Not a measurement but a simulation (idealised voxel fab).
Process module name: voxel transistor to metal
The cross-section shown here is cut; it is 275 nm wide and divided into square cells measuring 5 nm on a side.
If you're reading a cross-section in this doc, picture square cells in a grid; it comes to you as bands, top ones listed first down to the bottom, and a band can be one or more rows of cells.
Heights first: top, then bottom, in nm. Then materials, left to right, each with a width in nm. "full width" on a single material: fills the band edge to edge. "air": empty space.
Heights are measured from 0, the level below which the as-received wafer is all one material; the lowest band has no bottom and continues downward, written as in "0 down".
Read "30..40" as a graded width: first number on top, second number at the bottom, same change between each pair of neighbouring rows.
"remains unaltered", as given for a step, is the statement that not any cell of the cross-section underwent a change during that step.
Enclosed voids (no open way to top), threshold 8 cells or more, entry "Fully sealed voids", notation width x height at distance, distance from left edge, nm.
On each step's line, the part that comes after the settings is the simulator's own comment on the step.
The optional step-line setting "overlay nm" applies to steps with a mask and quantifies how far to the right of its planned location the mask lay, a negative value indicating leftward placement.
Planned step list for the process
1: RECEIVE, material Si
2: CONFORMAL_DEP, material SiO2, thk nm 5
3: CONFORMAL_DEP, material SiN, thk nm 15
4: MASKED_ETCH, tone cover, mask id ACTIVE, width nm 105, pitch nm 130, etch materials SiN, depth nm 15, overlay nm 0
5: MASKED_ETCH, tone cover, mask id ACTIVE, width nm 105, pitch nm 130, etch materials SiO2, depth nm 5, overlay nm 0
6: MASKED_ETCH, tone cover, mask id ACTIVE, width nm 105, pitch nm 130, etch materials Si, depth nm 25, overlay nm 0
7: FILL_DEP, material SiO2, thk nm 5
8: CMP, height nm 20
9: SELECTIVE_ETCH, etch materials SiO2, depth nm 10
10: STRIP, etch materials SiN
11: SELECTIVE_ETCH, etch materials SiO2, depth nm 5
12: OXIDIZE, depth nm 5
13: DIRECTIONAL_DEP, material polySi, thk nm 25
14: DIRECTIONAL_DEP, material SiCN, thk nm 10
15: PATTERN, tone cover, mask id GATE, material resist, width nm 25, pitch nm 130, thk nm 20, overlay nm 0
16: DIRECTIONAL_ETCH, etch materials SiCN, depth nm 20
17: DIRECTIONAL_ETCH, etch materials polySi, depth nm 35
18: STRIP, etch materials resist
19: CONFORMAL_DEP, material SiN, thk nm 5
20: DIRECTIONAL_ETCH, etch materials SiN, depth nm 5
21: DIRECTIONAL_ETCH, etch materials SiO2, depth nm 5
22: DIRECTIONAL_ETCH, etch materials Si, depth nm 5
23: EPI, material nSi, thk nm 10
24: FILL_DEP, material SiO2, thk nm 10
25: CMP, height nm 25
26: STRIP, etch materials polySi
27: SELECTIVE_ETCH, etch materials SiO2, depth nm 5
28: CONFORMAL_DEP, material HfO2, thk nm 5
29: CONFORMAL_DEP, material TiN, thk nm 5
30: FILL_DEP, material W, thk nm 5
31: CMP, height nm 20
32: DIRECTIONAL_DEP, material SiO2, thk nm 10
33: PATTERN, tone open, mask id CONTACT, material resist, width nm 15, thk nm 15, overlay nm 0
34: DIRECTIONAL_ETCH, etch materials SiO2, depth nm 30
35: STRIP, etch materials resist
36: CONFORMAL_DEP, material TiN, thk nm 5
37: FILL_DEP, material W, thk nm 5
38: CMP, height nm 30
39: CONFORMAL_DEP, material SiCN, thk nm 5
40: DIRECTIONAL_DEP, material SiO2, thk nm 15
41: DIRECTIONAL_DEP, material aC, thk nm 15
42: PATTERN, tone open, mask id METAL_1, material resist, width nm 15, thk nm 35, overlay nm 0
43: DIRECTIONAL_ETCH, etch materials aC, depth nm 15
44: STRIP, etch materials resist
45: DIRECTIONAL_ETCH, etch materials SiO2, depth nm 15
46: DIRECTIONAL_ETCH, etch materials SiCN, depth nm 5
47: STRIP, etch materials aC
48: CONFORMAL_DEP, material TiN, thk nm 5
49: FILL_DEP, material W, thk nm 5
50: CMP, height nm 50
51: EPI, material Ru, thk nm 5
52: FILL_DEP, material SiCN, thk nm 5
First of two wafers - as planned
Cross-sectional view of the wafer in its as-received condition, corresponding to the state after step 1
* 0 down | Si full width
* Fully sealed voids: none
Take a look at the wafer's cross-section after step 2
* 5 to 0 | SiO2 full width
* Whatever lies below 0 is exactly as it was before.
Take a look at the wafer's cross-section after step 3
* 20 to 5 | SiN full width
* Whatever lies below 5 is exactly as it was before.
Take a look at the wafer's cross-section after step 4
* 20 to 5 | air 20  SiN 105  air 25  SiN 105  air 20
* Whatever lies below 5 is exactly as it was before.
Take a look at the wafer's cross-section after step 5
* 20 to 5 | air 20  SiN 105  air 25  SiN 105  air 20
* 5 to 0 | air 20  SiO2 105  air 25  SiO2 105  air 20
* Whatever lies below 0 is exactly as it was before.
Take a look at the wafer's cross-section after step 6
* 20 to 5 | air 20  SiN 105  air 25  SiN 105  air 20
* 5 to 0 | air 20  SiO2 105  air 25  SiO2 105  air 20
* 0 to -25 | air 20  Si 105  air 25  Si 105  air 20
* Whatever lies below -25 is exactly as it was before.
Take a look at the wafer's cross-section after step 7
* 25 to 20 | SiO2 full width
* 20 to 5 | SiO2 20  SiN 105  SiO2 25  SiN 105  SiO2 20
* 5 to 0 | SiO2 full width
* 0 to -25 | SiO2 20  Si 105  SiO2 25  Si 105  SiO2 20
* Whatever lies below -25 is exactly as it was before.
Take a look at the wafer's cross-section after step 8
* 20 to 5 | SiO2 20  SiN 105  SiO2 25  SiN 105  SiO2 20
* Whatever lies below 5 is exactly as it was before.
Take a look at the wafer's cross-section after step 9
* 20 to 10 | air 20  SiN 105  air 25  SiN 105  air 20
* Whatever lies below 10 is exactly as it was before.
Take a look at the wafer's cross-section after step 10
* 10 to 5 | SiO2 20  air 105  SiO2 25  air 105  SiO2 20
* Whatever lies below 5 is exactly as it was before.
Take a look at the wafer's cross-section after step 11
* 5 to 0 | SiO2 15  air 115  SiO2 15  air 115  SiO2 15
* Whatever lies below 0 is exactly as it was before.
Take a look at the wafer's cross-section after step 12
* 5 to 0 | SiO2 15  air 115  SiO2 15  air 115  SiO2 15
* 0 to -5 | SiO2 full width
* Whatever lies below -5 is exactly as it was before.
Take a look at the wafer's cross-section after step 13
* 30 to 25 | polySi 15  air 115  polySi 15  air 115  polySi 15
* 25 to 5 | polySi full width
* 5 to 0 | SiO2 15  polySi 115  SiO2 15  polySi 115  SiO2 15
* Whatever lies below 0 is exactly as it was before.
Take a look at the wafer's cross-section after step 14
* 40 to 35 | SiCN 15  air 115  SiCN 15  air 115  SiCN 15
* 35 to 30 | SiCN full width
* 30 to 25 | polySi 15  SiCN 115  polySi 15  SiCN 115  polySi 15
* Whatever lies below 25 is exactly as it was before.
Take a look at the wafer's cross-section after step 15
* 60 to 40 | air 60  resist 25  air 105  resist 25  air 60
* 40 to 35 | SiCN 15  air 45  resist 25  air 45  SiCN 15  air 45  resist 25  air 45  SiCN 15
* Whatever lies below 35 is exactly as it was before.
Take a look at the wafer's cross-section after step 16
* 60 to 35 | air 60  resist 25  air 105  resist 25  air 60
* 35 to 30 | air 60  SiCN 25  air 105  SiCN 25  air 60
* 30 to 25 | polySi 15  air 45  SiCN 25  air 45  polySi 15  air 45  SiCN 25  air 45  polySi 15
* Whatever lies below 25 is exactly as it was before.
Take a look at the wafer's cross-section after step 17
* 60 to 35 | air 60  resist 25  air 105  resist 25  air 60
* 35 to 25 | air 60  SiCN 25  air 105  SiCN 25  air 60
* 25 to 5 | air 60  polySi 25  air 105  polySi 25  air 60
* 5 to 0 | SiO2 15  air 45  polySi 25  air 45  SiO2 15  air 45  polySi 25  air 45  SiO2 15
* Whatever lies below 0 is exactly as it was before.
Take a look at the wafer's cross-section after step 18
* 35 to 25 | air 60  SiCN 25  air 105  SiCN 25  air 60
* Whatever lies below 25 is exactly as it was before.
Take a look at the wafer's cross-section after step 19
* 40 to 35 | air 55  SiN 35  air 95  SiN 35  air 55
* 35 to 25 | air 55  SiN 5  SiCN 25  SiN 5  air 95  SiN 5  SiCN 25  SiN 5  air 55
* 25 to 10 | air 55  SiN 5  polySi 25  SiN 5  air 95  SiN 5  polySi 25  SiN 5  air 55
* 10 to 5 | SiN 20  air 35  SiN 5  polySi 25  SiN 5  air 35  SiN 25  air 35  SiN 5  polySi 25  SiN 5  air 35  SiN 20
* 5 to 0 | SiO2 15  SiN 45  polySi 25  SiN 45  SiO2 15  SiN 45  polySi 25  SiN 45  SiO2 15
* Whatever lies below 0 is exactly as it was before.
Take a look at the wafer's cross-section after step 20
* 35 to 25 | air 55  SiN 5  SiCN 25  SiN 5  air 95  SiN 5  SiCN 25  SiN 5  air 55
* 25 to 5 | air 55  SiN 5  polySi 25  SiN 5  air 95  SiN 5  polySi 25  SiN 5  air 55
* 5 to 0 | SiO2 15  SiN 5  air 35  SiN 5  polySi 25  SiN 5  air 35  SiN 5  SiO2 15  SiN 5  air 35  SiN 5  polySi 25  SiN 5  air 35  SiN 5  SiO2 15
* Whatever lies below 0 is exactly as it was before.
Take a look at the wafer's cross-section after step 21
* 35 to 25 | air 55  SiN 5  SiCN 25  SiN 5  air 95  SiN 5  SiCN 25  SiN 5  air 55
* 25 to 5 | air 55  SiN 5  polySi 25  SiN 5  air 95  SiN 5  polySi 25  SiN 5  air 55
* 5 to 0 | air 15  SiN 5  air 35  SiN 5  polySi 25  SiN 5  air 35  SiN 5  air 15  SiN 5  air 35  SiN 5  polySi 25  SiN 5  air 35  SiN 5  air 15
* 0 to -5 | SiO2 20  air 35  SiO2 35  air 35  SiO2 25  air 35  SiO2 35  air 35  SiO2 20
* Whatever lies below -5 is exactly as it was before.
Take a look at the wafer's cross-section after step 22
* 35 to 25 | air 55  SiN 5  SiCN 25  SiN 5  air 95  SiN 5  SiCN 25  SiN 5  air 55
* 25 to 5 | air 55  SiN 5  polySi 25  SiN 5  air 95  SiN 5  polySi 25  SiN 5  air 55
* 5 to 0 | air 15  SiN 5  air 35  SiN 5  polySi 25  SiN 5  air 35  SiN 5  air 15  SiN 5  air 35  SiN 5  polySi 25  SiN 5  air 35  SiN 5  air 15
* 0 to -5 | SiO2 20  air 35  SiO2 35  air 35  SiO2 25  air 35  SiO2 35  air 35  SiO2 20
* -5 to -10 | SiO2 20  air 35  Si 35  air 35  SiO2 25  air 35  Si 35  air 35  SiO2 20
* Whatever lies below -10 is exactly as it was before.
Take a look at the wafer's cross-section after step 23
* 35 to 25 | air 55  SiN 5  SiCN 25  SiN 5  air 95  SiN 5  SiCN 25  SiN 5  air 55
* 25 to 5 | air 55  SiN 5  polySi 25  SiN 5  air 95  SiN 5  polySi 25  SiN 5  air 55
* 5 to 0 | air 15  SiN 5  air 25  nSi 10  SiN 5  polySi 25  SiN 5  nSi 10  air 25  SiN 5  air 15  SiN 5  air 25  nSi 10  SiN 5  polySi 25  SiN 5  nSi 10  air 25  SiN 5  air 15
* 0 to -5 | SiO2 20  nSi 35  SiO2 35  nSi 35  SiO2 25  nSi 35  SiO2 35  nSi 35  SiO2 20
* -5 to -10 | SiO2 20  nSi 35  Si 35  nSi 35  SiO2 25  nSi 35  Si 35  nSi 35  SiO2 20
* Whatever lies below -10 is exactly as it was before.
Take a look at the wafer's cross-section after step 24
* 45 to 35 | SiO2 full width
* 35 to 25 | SiO2 55  SiN 5  SiCN 25  SiN 5  SiO2 95  SiN 5  SiCN 25  SiN 5  SiO2 55
* 25 to 5 | SiO2 55  SiN 5  polySi 25  SiN 5  SiO2 95  SiN 5  polySi 25  SiN 5  SiO2 55
* 5 to 0 | SiO2 15  SiN 5  SiO2 25  nSi 10  SiN 5  polySi 25  SiN 5  nSi 10  SiO2 25  SiN 5  SiO2 15  SiN 5  SiO2 25  nSi 10  SiN 5  polySi 25  SiN 5  nSi 10  SiO2 25  SiN 5  SiO2 15
* Whatever lies below 0 is exactly as it was before.
Take a look at the wafer's cross-section after step 25
* 25 to 5 | SiO2 55  SiN 5  polySi 25  SiN 5  SiO2 95  SiN 5  polySi 25  SiN 5  SiO2 55
* Whatever lies below 5 is exactly as it was before.
Take a look at the wafer's cross-section after step 26
* 25 to 5 | SiO2 55  SiN 5  air 25  SiN 5  SiO2 95  SiN 5  air 25  SiN 5  SiO2 55
* 5 to 0 | SiO2 15  SiN 5  SiO2 25  nSi 10  SiN 5  air 25  SiN 5  nSi 10  SiO2 25  SiN 5  SiO2 15  SiN 5  SiO2 25  nSi 10  SiN 5  air 25  SiN 5  nSi 10  SiO2 25  SiN 5  SiO2 15
* Whatever lies below 0 is exactly as it was before.
Take a look at the wafer's cross-section after step 27
* 25 to 20 | air 55  SiN 5  air 25  SiN 5  air 95  SiN 5  air 25  SiN 5  air 55
* 20 to 5 | SiO2 55  SiN 5  air 25  SiN 5  SiO2 95  SiN 5  air 25  SiN 5  SiO2 55
* 5 to 0 | SiO2 15  SiN 5  SiO2 25  nSi 10  SiN 5  air 25  SiN 5  nSi 10  SiO2 25  SiN 5  SiO2 15  SiN 5  SiO2 25  nSi 10  SiN 5  air 25  SiN 5  nSi 10  SiO2 25  SiN 5  SiO2 15
* 0 to -5 | SiO2 20  nSi 35  air 35  nSi 35  SiO2 25  nSi 35  air 35  nSi 35  SiO2 20
* Whatever lies below -5 is exactly as it was before.
Take a look at the wafer's cross-section after step 28
* 30 to 25 | air 50  HfO2 15  air 15  HfO2 15  air 85  HfO2 15  air 15  HfO2 15  air 50
* 25 to 20 | HfO2 55  SiN 5  HfO2 5  air 15  HfO2 5  SiN 5  HfO2 95  SiN 5  HfO2 5  air 15  HfO2 5  SiN 5  HfO2 55
* 20 to 5 | SiO2 55  SiN 5  HfO2 5  air 15  HfO2 5  SiN 5  SiO2 95  SiN 5  HfO2 5  air 15  HfO2 5  SiN 5  SiO2 55
* 5 to 0 | SiO2 15  SiN 5  SiO2 25  nSi 10  SiN 5  HfO2 5  air 15  HfO2 5  SiN 5  nSi 10  SiO2 25  SiN 5  SiO2 15  SiN 5  SiO2 25  nSi 10  SiN 5  HfO2 5  air 15  HfO2 5  SiN 5  nSi 10  SiO2 25  SiN 5  SiO2 15
* 0 to -5 | SiO2 20  nSi 35  HfO2 35  nSi 35  SiO2 25  nSi 35  HfO2 35  nSi 35  SiO2 20
* Whatever lies below -5 is exactly as it was before.
Take a look at the wafer's cross-section after step 29
* 35 to 30 | air 45  TiN 25  air 5  TiN 25  air 75  TiN 25  air 5  TiN 25  air 45
* 30 to 25 | TiN 50  HfO2 15  TiN 5  air 5  TiN 5  HfO2 15  TiN 85  HfO2 15  TiN 5  air 5  TiN 5  HfO2 15  TiN 50
* 25 to 20 | HfO2 55  SiN 5  HfO2 5  TiN 5  air 5  TiN 5  HfO2 5  SiN 5  HfO2 95  SiN 5  HfO2 5  TiN 5  air 5  TiN 5  HfO2 5  SiN 5  HfO2 55
* 20 to 5 | SiO2 55  SiN 5  HfO2 5  TiN 5  air 5  TiN 5  HfO2 5  SiN 5  SiO2 95  SiN 5  HfO2 5  TiN 5  air 5  TiN 5  HfO2 5  SiN 5  SiO2 55
* 5 to 0 | SiO2 15  SiN 5  SiO2 25  nSi 10  SiN 5  HfO2 5  TiN 15  HfO2 5  SiN 5  nSi 10  SiO2 25  SiN 5  SiO2 15  SiN 5  SiO2 25  nSi 10  SiN 5  HfO2 5  TiN 15  HfO2 5  SiN 5  nSi 10  SiO2 25  SiN 5  SiO2 15
* Whatever lies below 0 is exactly as it was before.
Take a look at the wafer's cross-section after step 30
* 40 to 35 | W full width
* 35 to 30 | W 45  TiN 25  W 5  TiN 25  W 75  TiN 25  W 5  TiN 25  W 45
* 30 to 25 | TiN 50  HfO2 15  TiN 5  W 5  TiN 5  HfO2 15  TiN 85  HfO2 15  TiN 5  W 5  TiN 5  HfO2 15  TiN 50
* 25 to 20 | HfO2 55  SiN 5  HfO2 5  TiN 5  W 5  TiN 5  HfO2 5  SiN 5  HfO2 95  SiN 5  HfO2 5  TiN 5  W 5  TiN 5  HfO2 5  SiN 5  HfO2 55
* 20 to 5 | SiO2 55  SiN 5  HfO2 5  TiN 5  W 5  TiN 5  HfO2 5  SiN 5  SiO2 95  SiN 5  HfO2 5  TiN 5  W 5  TiN 5  HfO2 5  SiN 5  SiO2 55
* Whatever lies below 5 is exactly as it was before.
Take a look at the wafer's cross-section after step 31
* 20 to 5 | SiO2 55  SiN 5  HfO2 5  TiN 5  W 5  TiN 5  HfO2 5  SiN 5  SiO2 95  SiN 5  HfO2 5  TiN 5  W 5  TiN 5  HfO2 5  SiN 5  SiO2 55
* Whatever lies below 5 is exactly as it was before.
Take a look at the wafer's cross-section after step 32
* 30 to 20 | SiO2 full width
* Whatever lies below 20 is exactly as it was before.
Take a look at the wafer's cross-section after step 33
* 45 to 30 | resist 30  air 15  resist 55  air 15  resist 45  air 15  resist 55  air 15  resist 30
* Whatever lies below 30 is exactly as it was before.
Take a look at the wafer's cross-section after step 34
* 45 to 30 | resist 30  air 15  resist 55  air 15  resist 45  air 15  resist 55  air 15  resist 30
* 30 to 20 | SiO2 30  air 15  SiO2 55  air 15  SiO2 45  air 15  SiO2 55  air 15  SiO2 30
* 20 to 5 | SiO2 30  air 15  SiO2 10  SiN 5  HfO2 5  TiN 5  W 5  TiN 5  HfO2 5  SiN 5  SiO2 10  air 15  SiO2 45  air 15  SiO2 10  SiN 5  HfO2 5  TiN 5  W 5  TiN 5  HfO2 5  SiN 5  SiO2 10  air 15  SiO2 30
* 5 to 0 | SiO2 15  SiN 5  SiO2 10  air 15  nSi 10  SiN 5  HfO2 5  TiN 15  HfO2 5  SiN 5  nSi 10  air 15  SiO2 10  SiN 5  SiO2 15  SiN 5  SiO2 10  air 15  nSi 10  SiN 5  HfO2 5  TiN 15  HfO2 5  SiN 5  nSi 10  air 15  SiO2 10  SiN 5  SiO2 15
* Whatever lies below 0 is exactly as it was before.
Take a look at the wafer's cross-section after step 35
* 30 to 20 | SiO2 30  air 15  SiO2 55  air 15  SiO2 45  air 15  SiO2 55  air 15  SiO2 30
* Whatever lies below 20 is exactly as it was before.
Take a look at the wafer's cross-section after step 36
* 35 to 30 | TiN 35  air 5  TiN 65  air 5  TiN 55  air 5  TiN 65  air 5  TiN 35
* 30 to 20 | SiO2 30  TiN 5  air 5  TiN 5  SiO2 55  TiN 5  air 5  TiN 5  SiO2 45  TiN 5  air 5  TiN 5  SiO2 55  TiN 5  air 5  TiN 5  SiO2 30
* 20 to 5 | SiO2 30  TiN 5  air 5  TiN 5  SiO2 10  SiN 5  HfO2 5  TiN 5  W 5  TiN 5  HfO2 5  SiN 5  SiO2 10  TiN 5  air 5  TiN 5  SiO2 45  TiN 5  air 5  TiN 5  SiO2 10  SiN 5  HfO2 5  TiN 5  W 5  TiN 5  HfO2 5  SiN 5  SiO2 10  TiN 5  air 5  TiN 5  SiO2 30
* 5 to 0 | SiO2 15  SiN 5  SiO2 10  TiN 15  nSi 10  SiN 5  HfO2 5  TiN 15  HfO2 5  SiN 5  nSi 10  TiN 15  SiO2 10  SiN 5  SiO2 15  SiN 5  SiO2 10  TiN 15  nSi 10  SiN 5  HfO2 5  TiN 15  HfO2 5  SiN 5  nSi 10  TiN 15  SiO2 10  SiN 5  SiO2 15
* Whatever lies below 0 is exactly as it was before.
Take a look at the wafer's cross-section after step 37
* 40 to 35 | W full width
* 35 to 30 | TiN 35  W 5  TiN 65  W 5  TiN 55  W 5  TiN 65  W 5  TiN 35
* 30 to 20 | SiO2 30  TiN 5  W 5  TiN 5  SiO2 55  TiN 5  W 5  TiN 5  SiO2 45  TiN 5  W 5  TiN 5  SiO2 55  TiN 5  W 5  TiN 5  SiO2 30
* 20 to 5 | SiO2 30  TiN 5  W 5  TiN 5  SiO2 10  SiN 5  HfO2 5  TiN 5  W 5  TiN 5  HfO2 5  SiN 5  SiO2 10  TiN 5  W 5  TiN 5  SiO2 45  TiN 5  W 5  TiN 5  SiO2 10  SiN 5  HfO2 5  TiN 5  W 5  TiN 5  HfO2 5  SiN 5  SiO2 10  TiN 5  W 5  TiN 5  SiO2 30
* Whatever lies below 5 is exactly as it was before.
Take a look at the wafer's cross-section after step 38
* 30 to 20 | SiO2 30  TiN 5  W 5  TiN 5  SiO2 55  TiN 5  W 5  TiN 5  SiO2 45  TiN 5  W 5  TiN 5  SiO2 55  TiN 5  W 5  TiN 5  SiO2 30
* Whatever lies below 20 is exactly as it was before.
Take a look at the wafer's cross-section after step 39
* 35 to 30 | SiCN full width
* Whatever lies below 30 is exactly as it was before.
Take a look at the wafer's cross-section after step 40
* 50 to 35 | SiO2 full width
* Whatever lies below 35 is exactly as it was before.
Take a look at the wafer's cross-section after step 41
* 65 to 50 | aC full width
* Whatever lies below 50 is exactly as it was before.
Take a look at the wafer's cross-section after step 42
* 100 to 65 | resist 30  air 15  resist 55  air 15  resist 45  air 15  resist 55  air 15  resist 30
* Whatever lies below 65 is exactly as it was before.
Take a look at the wafer's cross-section after step 43
* 85 to 65 | resist 30  air 15  resist 55  air 15  resist 45  air 15  resist 55  air 15  resist 30
* 65 to 50 | aC 30  air 15  aC 55  air 15  aC 45  air 15  aC 55  air 15  aC 30
* Whatever lies below 50 is exactly as it was before.
Take a look at the wafer's cross-section after step 44
* 65 to 50 | aC 30  air 15  aC 55  air 15  aC 45  air 15  aC 55  air 15  aC 30
* Whatever lies below 50 is exactly as it was before.
Take a look at the wafer's cross-section after step 45
* 65 to 50 | aC 30  air 15  aC 55  air 15  aC 45  air 15  aC 55  air 15  aC 30
* 50 to 35 | SiO2 30  air 15  SiO2 55  air 15  SiO2 45  air 15  SiO2 55  air 15  SiO2 30
* Whatever lies below 35 is exactly as it was before.
Take a look at the wafer's cross-section after step 46
* 65 to 50 | aC 30  air 15  aC 55  air 15  aC 45  air 15  aC 55  air 15  aC 30
* 50 to 35 | SiO2 30  air 15  SiO2 55  air 15  SiO2 45  air 15  SiO2 55  air 15  SiO2 30
* 35 to 30 | SiCN 30  air 15  SiCN 55  air 15  SiCN 45  air 15  SiCN 55  air 15  SiCN 30
* Whatever lies below 30 is exactly as it was before.
Take a look at the wafer's cross-section after step 47
* 50 to 35 | SiO2 30  air 15  SiO2 55  air 15  SiO2 45  air 15  SiO2 55  air 15  SiO2 30
* Whatever lies below 35 is exactly as it was before.
Take a look at the wafer's cross-section after step 48
* 55 to 50 | TiN 35  air 5  TiN 65  air 5  TiN 55  air 5  TiN 65  air 5  TiN 35
* 50 to 35 | SiO2 30  TiN 5  air 5  TiN 5  SiO2 55  TiN 5  air 5  TiN 5  SiO2 45  TiN 5  air 5  TiN 5  SiO2 55  TiN 5  air 5  TiN 5  SiO2 30
* 35 to 30 | SiCN 30  TiN 15  SiCN 55  TiN 15  SiCN 45  TiN 15  SiCN 55  TiN 15  SiCN 30
* Whatever lies below 30 is exactly as it was before.
Take a look at the wafer's cross-section after step 49
* 60 to 55 | W full width
* 55 to 50 | TiN 35  W 5  TiN 65  W 5  TiN 55  W 5  TiN 65  W 5  TiN 35
* 50 to 35 | SiO2 30  TiN 5  W 5  TiN 5  SiO2 55  TiN 5  W 5  TiN 5  SiO2 45  TiN 5  W 5  TiN 5  SiO2 55  TiN 5  W 5  TiN 5  SiO2 30
* Whatever lies below 35 is exactly as it was before.
Take a look at the wafer's cross-section after step 50
* 50 to 35 | SiO2 30  TiN 5  W 5  TiN 5  SiO2 55  TiN 5  W 5  TiN 5  SiO2 45  TiN 5  W 5  TiN 5  SiO2 55  TiN 5  W 5  TiN 5  SiO2 30
* Whatever lies below 35 is exactly as it was before.
Take a look at the wafer's cross-section after step 51
* 55 to 50 | air 25  Ru 25  air 45  Ru 25  air 35  Ru 25  air 45  Ru 25  air 25
* Whatever lies below 50 is exactly as it was before.
Take a look at the wafer's cross-section after step 52
* 60 to 55 | SiCN full width
* 55 to 50 | SiCN 25  Ru 25  SiCN 45  Ru 25  SiCN 35  Ru 25  SiCN 45  Ru 25  SiCN 25
* Whatever lies below 50 is exactly as it was before.
Wafer two. Same start, same plan, one slip in execution. Same as wafer one through step 35, inclusive
Cross-section of the second wafer corresponding to the planned conclusion of step 36
* 35 to 30 | Ru 35  air 5  Ru 65  air 5  Ru 55  air 5  Ru 65  air 5  Ru 35
* 30 to 20 | SiO2 30  Ru 5  air 5  Ru 5  SiO2 55  Ru 5  air 5  Ru 5  SiO2 45  Ru 5  air 5  Ru 5  SiO2 55  Ru 5  air 5  Ru 5  SiO2 30
* 20 to 5 | SiO2 30  Ru 5  air 5  Ru 5  SiO2 10  SiN 5  HfO2 5  TiN 5  W 5  TiN 5  HfO2 5  SiN 5  SiO2 10  Ru 5  air 5  Ru 5  SiO2 45  Ru 5  air 5  Ru 5  SiO2 10  SiN 5  HfO2 5  TiN 5  W 5  TiN 5  HfO2 5  SiN 5  SiO2 10  Ru 5  air 5  Ru 5  SiO2 30
* 5 to 0 | SiO2 15  SiN 5  SiO2 10  Ru 15  nSi 10  SiN 5  HfO2 5  TiN 15  HfO2 5  SiN 5  nSi 10  Ru 15  SiO2 10  SiN 5  SiO2 15  SiN 5  SiO2 10  Ru 15  nSi 10  SiN 5  HfO2 5  TiN 15  HfO2 5  SiN 5  nSi 10  Ru 15  SiO2 10  SiN 5  SiO2 15
* Whatever lies below 0 is exactly as it was before.
Cross-section of the second wafer corresponding to the planned conclusion of step 37
* 40 to 35 | W full width
* 35 to 30 | Ru 35  W 5  Ru 65  W 5  Ru 55  W 5  Ru 65  W 5  Ru 35
* 30 to 20 | SiO2 30  Ru 5  W 5  Ru 5  SiO2 55  Ru 5  W 5  Ru 5  SiO2 45  Ru 5  W 5  Ru 5  SiO2 55  Ru 5  W 5  Ru 5  SiO2 30
* 20 to 5 | SiO2 30  Ru 5  W 5  Ru 5  SiO2 10  SiN 5  HfO2 5  TiN 5  W 5  TiN 5  HfO2 5  SiN 5  SiO2 10  Ru 5  W 5  Ru 5  SiO2 45  Ru 5  W 5  Ru 5  SiO2 10  SiN 5  HfO2 5  TiN 5  W 5  TiN 5  HfO2 5  SiN 5  SiO2 10  Ru 5  W 5  Ru 5  SiO2 30
* Whatever lies below 5 is exactly as it was before.
Cross-section of the second wafer corresponding to the planned conclusion of step 38
* 30 to 20 | SiO2 30  Ru 5  W 5  Ru 5  SiO2 55  Ru 5  W 5  Ru 5  SiO2 45  Ru 5  W 5  Ru 5  SiO2 55  Ru 5  W 5  Ru 5  SiO2 30
* Whatever lies below 20 is exactly as it was before.
Cross-section of the second wafer corresponding to the planned conclusion of step 39
* 35 to 30 | SiCN full width
* Whatever lies below 30 is exactly as it was before.
Cross-section of the second wafer corresponding to the planned conclusion of step 40
* 50 to 35 | SiO2 full width
* Whatever lies below 35 is exactly as it was before.
Cross-section of the second wafer corresponding to the planned conclusion of step 41
* 65 to 50 | aC full width
* Whatever lies below 50 is exactly as it was before.
Cross-section of the second wafer corresponding to the planned conclusion of step 42
* 100 to 65 | resist 30  air 15  resist 55  air 15  resist 45  air 15  resist 55  air 15  resist 30
* Whatever lies below 65 is exactly as it was before.
Cross-section of the second wafer corresponding to the planned conclusion of step 43
* 85 to 65 | resist 30  air 15  resist 55  air 15  resist 45  air 15  resist 55  air 15  resist 30
* 65 to 50 | aC 30  air 15  aC 55  air 15  aC 45  air 15  aC 55  air 15  aC 30
* Whatever lies below 50 is exactly as it was before.
Cross-section of the second wafer corresponding to the planned conclusion of step 44
* 65 to 50 | aC 30  air 15  aC 55  air 15  aC 45  air 15  aC 55  air 15  aC 30
* Whatever lies below 50 is exactly as it was before.
Cross-section of the second wafer corresponding to the planned conclusion of step 45
* 65 to 50 | aC 30  air 15  aC 55  air 15  aC 45  air 15  aC 55  air 15  aC 30
* 50 to 35 | SiO2 30  air 15  SiO2 55  air 15  SiO2 45  air 15  SiO2 55  air 15  SiO2 30
* Whatever lies below 35 is exactly as it was before.
Cross-section of the second wafer corresponding to the planned conclusion of step 46
* 65 to 50 | aC 30  air 15  aC 55  air 15  aC 45  air 15  aC 55  air 15  aC 30
* 50 to 35 | SiO2 30  air 15  SiO2 55  air 15  SiO2 45  air 15  SiO2 55  air 15  SiO2 30
* 35 to 30 | SiCN 30  air 15  SiCN 55  air 15  SiCN 45  air 15  SiCN 55  air 15  SiCN 30
* Whatever lies below 30 is exactly as it was before.
Cross-section of the second wafer corresponding to the planned conclusion of step 47
* 50 to 35 | SiO2 30  air 15  SiO2 55  air 15  SiO2 45  air 15  SiO2 55  air 15  SiO2 30
* Whatever lies below 35 is exactly as it was before.
Cross-section of the second wafer corresponding to the planned conclusion of step 48
* 55 to 50 | TiN 35  air 5  TiN 65  air 5  TiN 55  air 5  TiN 65  air 5  TiN 35
* 50 to 35 | SiO2 30  TiN 5  air 5  TiN 5  SiO2 55  TiN 5  air 5  TiN 5  SiO2 45  TiN 5  air 5  TiN 5  SiO2 55  TiN 5  air 5  TiN 5  SiO2 30
* 35 to 30 | SiCN 30  TiN 15  SiCN 55  TiN 15  SiCN 45  TiN 15  SiCN 55  TiN 15  SiCN 30
* Whatever lies below 30 is exactly as it was before.
Cross-section of the second wafer corresponding to the planned conclusion of step 49
* 60 to 55 | W full width
* 55 to 50 | TiN 35  W 5  TiN 65  W 5  TiN 55  W 5  TiN 65  W 5  TiN 35
* 50 to 35 | SiO2 30  TiN 5  W 5  TiN 5  SiO2 55  TiN 5  W 5  TiN 5  SiO2 45  TiN 5  W 5  TiN 5  SiO2 55  TiN 5  W 5  TiN 5  SiO2 30
* Whatever lies below 35 is exactly as it was before.
Cross-section of the second wafer corresponding to the planned conclusion of step 50
* 50 to 35 | SiO2 30  TiN 5  W 5  TiN 5  SiO2 55  TiN 5  W 5  TiN 5  SiO2 45  TiN 5  W 5  TiN 5  SiO2 55  TiN 5  W 5  TiN 5  SiO2 30
* Whatever lies below 35 is exactly as it was before.
Cross-section of the second wafer corresponding to the planned conclusion of step 51
* 55 to 50 | air 25  Ru 25  air 45  Ru 25  air 35  Ru 25  air 45  Ru 25  air 25
* Whatever lies below 50 is exactly as it was before.
Cross-section of the second wafer corresponding to the planned conclusion of step 52
* 60 to 55 | SiCN full width
* 55 to 50 | SiCN 25  Ru 25  SiCN 45  Ru 25  SiCN 35  Ru 25  SiCN 45  Ru 25  SiCN 25
* Whatever lies below 50 is exactly as it was before.
Plan not followed: so step 36 ended up running with a different setting than we planned, it ran as CONFORMAL_DEP, material Ru, thk nm 5
Final tally in cells, some materials are higher or lower on the second wafer than on the first: 52 more of Ru; 52 fewer of TiN
